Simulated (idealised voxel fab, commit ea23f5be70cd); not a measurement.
The following is a process module called voxel ribs on slabs.
Xsec cut, 145 nm wide, square cell size 5 nm.
Format of a cross-section: grid, square cells. Given as bands. Order: top down. Band: one or more rows of cells.
First you get the band's top height and its bottom height, in nm, and then the materials it's made of, left to right, with each width in nm. If you see a single material with "full width", that one covers the band edge to edge. "blank" is empty space.
Convention: height 0 is the level below which the wafer, as received, is all one material. The lowest band does not terminate at the bottom but continues downward, represented as "0 and below".
Top row gets the first number, bottom row gets the second, and each row in between changes by the same step: that is how a band width like "30 to 40" works.
For the purposes of this document, the phrase "nothing altered" attached to a step denotes that no cell within the cross-section was modified by that step.
The label "Sealed void list" introduces a list of the empty spaces, 8 cells or larger, that have no open way up to the top; each entry in it reads width x height at distance, where the distance is taken from the left edge and all three are stated in nm.
The remark found on a step's line after its settings is issued by the simulator itself and pertains to that step.
On any step carrying a mask, the "overlay nm" setting, if present on the step's line, tells how far right of its planned place the mask lay; negative values point to the left.
Planned process steps:
1 RECEIVE | material Si
2 DIRECTIONAL_DEP | material SiO2 | thk nm 25
3 DIRECTIONAL_DEP | material polySi | thk nm 15
4 DIRECTIONAL_DEP | material aC | thk nm 15
5 PATTERN | tone cover | mask id RIB | material resist | width nm 25 | thk nm 35 | overlay nm 0
6 DIRECTIONAL_ETCH | etch materials aC | depth nm 15
7 STRIP | etch materials resist
8 DIRECTIONAL_ETCH | etch materials polySi | depth nm 10
9 STRIP | etch materials aC
10 PATTERN | tone cover | mask id SLAB | material resist | width nm 55 | thk nm 15 | overlay nm 0
11 DIRECTIONAL_ETCH | etch materials polySi | depth nm 5
12 STRIP | etch materials resist
13 FILL_DEP | material SiO2 | thk nm 25
14 CMP | height nm 55
15 DIRECTIONAL_DEP | material TiN | thk nm 5
16 DIRECTIONAL_DEP | material aC | thk nm 10
17 PATTERN | tone cover | mask id HEATER | material resist | width nm 35 | thk nm 25 | overlay nm 0
18 DIRECTIONAL_ETCH | etch materials aC | depth nm 10
19 STRIP | etch materials resist
20 DIRECTIONAL_ETCH | etch materials TiN | depth nm 5
21 STRIP | etch materials aC
22 CONFORMAL_DEP | material SiN | thk nm 10
The cross-section here shows the wafer as received, i.e. in its state after step 1:
- 0 and below | Si full width
- Sealed void list: none
Cross-sectional result after module completion. Note: starting condition and plan are unchanged from above; one processing mistake was made:
- 70 down to 65 | blank=45, SiN=55, blank=45
- 65 down to 60 | SiN full width
- 60 down to 55 | SiN=55, TiN=35, SiN=55
- 55 down to 45 | SiO2=60, polySi=25, SiO2=60
- 45 down to 40 | SiO2=45, polySi=55, SiO2=45
- 40 down to 25 | polySi full width
- 25 down to 0 | SiO2 full width
- 0 and below | Si full width
- Sealed void list: none
Where did the run depart from the plan? it should be noted that step 3 of the plan was executed twice
